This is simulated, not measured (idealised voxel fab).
process module | voxel gate over fins
cross-section cut | 225 nm wide | cells 5 nm
A cross-section is a grid of square cells, given in bands from the top down. A band is one or more rows of cells.
Each band's line starts with the height of the band's top and of its bottom, in nm. Then come its materials from left to right, each with its width in nm. One material with "throughout" fills the band from edge to edge. "air" is empty space.
Height 0 is the level under which the wafer as received is all one material. The lowest band goes on downwards, as in "0 down".
A width such as "30 to 40" changes by the same amount from each row of cells to the next, from the band's top row to its bottom row.
"no change" after a step means that no cell of the cross-section changed.
closed voids: empty space of 8 cells or more with no open way to the top, each as width x height at its distance from the left edge, in nm
after a step's settings: what the simulator itself notes on the step
overlay nm, on a step with a mask: how far to the right of its planned place the mask lay; to the left if negative
plan
1 op RECEIVE | material Si
2 op CONFORMAL_DEP | material SiN | thk nm 10
3 op DIRECTIONAL_DEP | material aC | thk nm 15
4 op PATTERN | tone cover | mask id FINS | material resist | width nm 15 | pitch nm 35 | thk nm 30 | overlay nm 0
5 op DIRECTIONAL_ETCH | etch materials aC | depth nm 15
6 op STRIP | etch materials resist
7 op DIRECTIONAL_ETCH | etch materials SiN | depth nm 10
8 op DIRECTIONAL_ETCH | etch materials Si | depth nm 40
9 op STRIP | etch materials aC
10 op OXIDIZE | depth nm 5
11 op FILL_DEP | material SiO2 | thk nm 10
12 op CMP | height nm 10
13 op SELECTIVE_ETCH | etch materials SiO2 | depth nm 20
14 op STRIP | etch materials SiN
15 op CONFORMAL_DEP | material HfO2 | thk nm 5
16 op CONFORMAL_DEP | material TiN | thk nm 5
17 op CONFORMAL_DEP | material TiAl | thk nm 5
18 op CONFORMAL_DEP | material TiN | thk nm 5
19 op FILL_DEP | material W | thk nm 10
20 op CMP | height nm 25
21 op CONFORMAL_DEP | material SiN | thk nm 10
first wafer, as planned
as received, after step 1
  0 down: Si throughout
  closed voids: none
after step 2
  10 to 0: SiN throughout
  below 0: unchanged
after step 3
  25 to 10: aC throughout
  below 10: unchanged
after step 4
  55 to 25: air 50 | resist 15 | air 20 | resist 15 | air 20 | resist 15 | air 20 | resist 15 | air 55
  below 25: unchanged
after step 5
  40 to 25: air 50 | resist 15 | air 20 | resist 15 | air 20 | resist 15 | air 20 | resist 15 | air 55
  25 to 10: air 50 | aC 15 | air 20 | aC 15 | air 20 | aC 15 | air 20 | aC 15 | air 55
  below 10: unchanged
after step 6
  25 to 10: air 50 | aC 15 | air 20 | aC 15 | air 20 | aC 15 | air 20 | aC 15 | air 55
  below 10: unchanged
after step 7
  25 to 10: air 50 | aC 15 | air 20 | aC 15 | air 20 | aC 15 | air 20 | aC 15 | air 55
  10 to 0: air 50 | SiN 15 | air 20 | SiN 15 | air 20 | SiN 15 | air 20 | SiN 15 | air 55
  below 0: unchanged
after step 8
  25 to 10: air 50 | aC 15 | air 20 | aC 15 | air 20 | aC 15 | air 20 | aC 15 | air 55
  10 to 0: air 50 | SiN 15 | air 20 | SiN 15 | air 20 | SiN 15 | air 20 | SiN 15 | air 55
  0 to -40: air 50 | Si 15 | air 20 | Si 15 | air 20 | Si 15 | air 20 | Si 15 | air 55
  below -40: unchanged
after step 9
  10 to 0: air 50 | SiN 15 | air 20 | SiN 15 | air 20 | SiN 15 | air 20 | SiN 15 | air 55
  below 0: unchanged
after step 10
  10 to 0: air 50 | SiN 15 | air 20 | SiN 15 | air 20 | SiN 15 | air 20 | SiN 15 | air 55
  0 to -40: air 50 | SiO2 5 | Si 5 | SiO2 5 | air 20 | SiO2 5 | Si 5 | SiO2 5 | air 20 | SiO2 5 | Si 5 | SiO2 5 | air 20 | SiO2 5 | Si 5 | SiO2 5 | air 55
  -40 to -45: SiO2 55 | Si 5 | SiO2 30 | Si 5 | SiO2 30 | Si 5 | SiO2 30 | Si 5 | SiO2 60
  below -45: unchanged
after step 11
  20 to 10: SiO2 throughout
  10 to 0: SiO2 50 | SiN 15 | SiO2 20 | SiN 15 | SiO2 20 | SiN 15 | SiO2 20 | SiN 15 | SiO2 55
  0 to -45: SiO2 55 | Si 5 | SiO2 30 | Si 5 | SiO2 30 | Si 5 | SiO2 30 | Si 5 | SiO2 60
  below -45: unchanged
after step 12
  10 to 0: SiO2 50 | SiN 15 | SiO2 20 | SiN 15 | SiO2 20 | SiN 15 | SiO2 20 | SiN 15 | SiO2 55
  below 0: unchanged
after step 13
  10 to 0: air 50 | SiN 15 | air 20 | SiN 15 | air 20 | SiN 15 | air 20 | SiN 15 | air 55
  0 to -10: air 55 | Si 5 | air 30 | Si 5 | air 30 | Si 5 | air 30 | Si 5 | air 60
  below -10: unchanged
after step 14
  0 to -10: air 55 | Si 5 | air 30 | Si 5 | air 30 | Si 5 | air 30 | Si 5 | air 60
  below -10: unchanged
after step 15
  5 to 0: air 50 | HfO2 15 | air 20 | HfO2 15 | air 20 | HfO2 15 | air 20 | HfO2 15 | air 55
  0 to -5: air 50 | HfO2 5 | Si 5 | HfO2 5 | air 20 | HfO2 5 | Si 5 | HfO2 5 | air 20 | HfO2 5 | Si 5 | HfO2 5 | air 20 | HfO2 5 | Si 5 | HfO2 5 | air 55
  -5 to -10: HfO2 55 | Si 5 | HfO2 30 | Si 5 | HfO2 30 | Si 5 | HfO2 30 | Si 5 | HfO2 60
  below -10: unchanged
after step 16
  10 to 5: air 45 | TiN 25 | air 10 | TiN 25 | air 10 | TiN 25 | air 10 | TiN 25 | air 50
  5 to 0: air 45 | TiN 5 | HfO2 15 | TiN 5 | air 10 | TiN 5 | HfO2 15 | TiN 5 | air 10 | TiN 5 | HfO2 15 | TiN 5 | air 10 | TiN 5 | HfO2 15 | TiN 5 | air 50
  0 to -5: TiN 50 | HfO2 5 | Si 5 | HfO2 5 | TiN 20 | HfO2 5 | Si 5 | HfO2 5 | TiN 20 | HfO2 5 | Si 5 | HfO2 5 | TiN 20 | HfO2 5 | Si 5 | HfO2 5 | TiN 55
  below -5: unchanged
after step 17
  15 to 10: air 40 | TiAl 140 | air 45
  10 to 5: air 40 | TiAl 5 | TiN 25 | TiAl 10 | TiN 25 | TiAl 10 | TiN 25 | TiAl 10 | TiN 25 | TiAl 5 | air 45
  5 to 0: TiAl 45 | TiN 5 | HfO2 15 | TiN 5 | TiAl 10 | TiN 5 | HfO2 15 | TiN 5 | TiAl 10 | TiN 5 | HfO2 15 | TiN 5 | TiAl 10 | TiN 5 | HfO2 15 | TiN 5 | TiAl 50
  below 0: unchanged
after step 18
  20 to 15: air 35 | TiN 150 | air 40
  15 to 10: air 35 | TiN 5 | TiAl 140 | TiN 5 | air 40
  10 to 5: TiN 40 | TiAl 5 | TiN 25 | TiAl 10 | TiN 25 | TiAl 10 | TiN 25 | TiAl 10 | TiN 25 | TiAl 5 | TiN 45
  below 5: unchanged
after step 19
  30 to 20: W throughout
  20 to 15: W 35 | TiN 150 | W 40
  15 to 10: W 35 | TiN 5 | TiAl 140 | TiN 5 | W 40
  below 10: unchanged
after step 20
  25 to 20: W throughout
  below 20: unchanged
after step 21
  35 to 25: SiN throughout
  below 25: unchanged
second wafer: like start, like plan, one mistake. Through step 12 it matches the first wafer
when step 13 should have ended
  10 to 0: air 50 | SiN 15 | air 20 | SiN 15 | air 20 | SiN 15 | air 20 | SiN 15 | air 55
  0 to -30: air 55 | Si 5 | air 30 | Si 5 | air 30 | Si 5 | air 30 | Si 5 | air 60
  below -30: unchanged
when step 14 should have ended
  0 to -30: air 55 | Si 5 | air 30 | Si 5 | air 30 | Si 5 | air 30 | Si 5 | air 60
  below -30: unchanged
when step 15 should have ended
  5 to 0: air 50 | HfO2 15 | air 20 | HfO2 15 | air 20 | HfO2 15 | air 20 | HfO2 15 | air 55
  0 to -25: air 50 | HfO2 5 | Si 5 | HfO2 5 | air 20 | HfO2 5 | Si 5 | HfO2 5 | air 20 | HfO2 5 | Si 5 | HfO2 5 | air 20 | HfO2 5 | Si 5 | HfO2 5 | air 55
  -25 to -30: HfO2 55 | Si 5 | HfO2 30 | Si 5 | HfO2 30 | Si 5 | HfO2 30 | Si 5 | HfO2 60
  below -30: unchanged
when step 16 should have ended
  10 to 5: air 45 | TiN 25 | air 10 | TiN 25 | air 10 | TiN 25 | air 10 | TiN 25 | air 50
  5 to 0: air 45 | TiN 5 | HfO2 15 | TiN 5 | air 10 | TiN 5 | HfO2 15 | TiN 5 | air 10 | TiN 5 | HfO2 15 | TiN 5 | air 10 | TiN 5 | HfO2 15 | TiN 5 | air 50
  0 to -20: air 45 | TiN 5 | HfO2 5 | Si 5 | HfO2 5 | TiN 5 | air 10 | TiN 5 | HfO2 5 | Si 5 | HfO2 5 | TiN 5 | air 10 | TiN 5 | HfO2 5 | Si 5 | HfO2 5 | TiN 5 | air 10 | TiN 5 | HfO2 5 | Si 5 | HfO2 5 | TiN 5 | air 50
  -20 to -25: TiN 50 | HfO2 5 | Si 5 | HfO2 5 | TiN 20 | HfO2 5 | Si 5 | HfO2 5 | TiN 20 | HfO2 5 | Si 5 | HfO2 5 | TiN 20 | HfO2 5 | Si 5 | HfO2 5 | TiN 55
  below -25: unchanged
when step 17 should have ended
  15 to 10: air 40 | TiAl 140 | air 45
  10 to 5: air 40 | TiAl 5 | TiN 25 | TiAl 10 | TiN 25 | TiAl 10 | TiN 25 | TiAl 10 | TiN 25 | TiAl 5 | air 45
  5 to 0: air 40 | TiAl 5 | TiN 5 | HfO2 15 | TiN 5 | TiAl 10 | TiN 5 | HfO2 15 | TiN 5 | TiAl 10 | TiN 5 | HfO2 15 | TiN 5 | TiAl 10 | TiN 5 | HfO2 15 | TiN 5 | TiAl 5 | air 45
  0 to -15: air 40 | TiAl 5 | TiN 5 | HfO2 5 | Si 5 | HfO2 5 | TiN 5 | TiAl 10 | TiN 5 | HfO2 5 | Si 5 | HfO2 5 | TiN 5 | TiAl 10 | TiN 5 | HfO2 5 | Si 5 | HfO2 5 | TiN 5 | TiAl 10 | TiN 5 | HfO2 5 | Si 5 | HfO2 5 | TiN 5 | TiAl 5 | air 45
  -15 to -20: TiAl 45 | TiN 5 | HfO2 5 | Si 5 | HfO2 5 | TiN 5 | TiAl 10 | TiN 5 | HfO2 5 | Si 5 | HfO2 5 | TiN 5 | TiAl 10 | TiN 5 | HfO2 5 | Si 5 | HfO2 5 | TiN 5 | TiAl 10 | TiN 5 | HfO2 5 | Si 5 | HfO2 5 | TiN 5 | TiAl 50
  below -20: unchanged
when step 18 should have ended
  20 to 15: air 35 | TiN 150 | air 40
  15 to 10: air 35 | TiN 5 | TiAl 140 | TiN 5 | air 40
  10 to 5: air 35 | TiN 5 | TiAl 5 | TiN 25 | TiAl 10 | TiN 25 | TiAl 10 | TiN 25 | TiAl 10 | TiN 25 | TiAl 5 | TiN 5 | air 40
  5 to 0: air 35 | TiN 5 | TiAl 5 | TiN 5 | HfO2 15 | TiN 5 | TiAl 10 | TiN 5 | HfO2 15 | TiN 5 | TiAl 10 | TiN 5 | HfO2 15 | TiN 5 | TiAl 10 | TiN 5 | HfO2 15 | TiN 5 | TiAl 5 | TiN 5 | air 40
  0 to -10: air 35 | TiN 5 | TiAl 5 | TiN 5 | HfO2 5 | Si 5 | HfO2 5 | TiN 5 | TiAl 10 | TiN 5 | HfO2 5 | Si 5 | HfO2 5 | TiN 5 | TiAl 10 | TiN 5 | HfO2 5 | Si 5 | HfO2 5 | TiN 5 | TiAl 10 | TiN 5 | HfO2 5 | Si 5 | HfO2 5 | TiN 5 | TiAl 5 | TiN 5 | air 40
  -10 to -15: TiN 40 | TiAl 5 | TiN 5 | HfO2 5 | Si 5 | HfO2 5 | TiN 5 | TiAl 10 | TiN 5 | HfO2 5 | Si 5 | HfO2 5 | TiN 5 | TiAl 10 | TiN 5 | HfO2 5 | Si 5 | HfO2 5 | TiN 5 | TiAl 10 | TiN 5 | HfO2 5 | Si 5 | HfO2 5 | TiN 5 | TiAl 5 | TiN 45
  below -15: unchanged
when step 19 should have ended
  30 to 20: W throughout
  20 to 15: W 35 | TiN 150 | W 40
  15 to 10: W 35 | TiN 5 | TiAl 140 | TiN 5 | W 40
  10 to 5: W 35 | TiN 5 | TiAl 5 | TiN 25 | TiAl 10 | TiN 25 | TiAl 10 | TiN 25 | TiAl 10 | TiN 25 | TiAl 5 | TiN 5 | W 40
  5 to 0: W 35 | TiN 5 | TiAl 5 | TiN 5 | HfO2 15 | TiN 5 | TiAl 10 | TiN 5 | HfO2 15 | TiN 5 | TiAl 10 | TiN 5 | HfO2 15 | TiN 5 | TiAl 10 | TiN 5 | HfO2 15 | TiN 5 | TiAl 5 | TiN 5 | W 40
  0 to -10: W 35 | TiN 5 | TiAl 5 | TiN 5 | HfO2 5 | Si 5 | HfO2 5 | TiN 5 | TiAl 10 | TiN 5 | HfO2 5 | Si 5 | HfO2 5 | TiN 5 | TiAl 10 | TiN 5 | HfO2 5 | Si 5 | HfO2 5 | TiN 5 | TiAl 10 | TiN 5 | HfO2 5 | Si 5 | HfO2 5 | TiN 5 | TiAl 5 | TiN 5 | W 40
  below -10: unchanged
when step 20 should have ended
  25 to 20: W throughout
  below 20: unchanged
when step 21 should have ended
  35 to 25: SiN throughout
  below 25: unchanged
what went wrong: step 13 was run twice
at the end the second wafer has, in cells: 32 more of HfO2 | 164 fewer of SiO2 | 32 more of TiAl | 40 more of TiN | 60 more of W
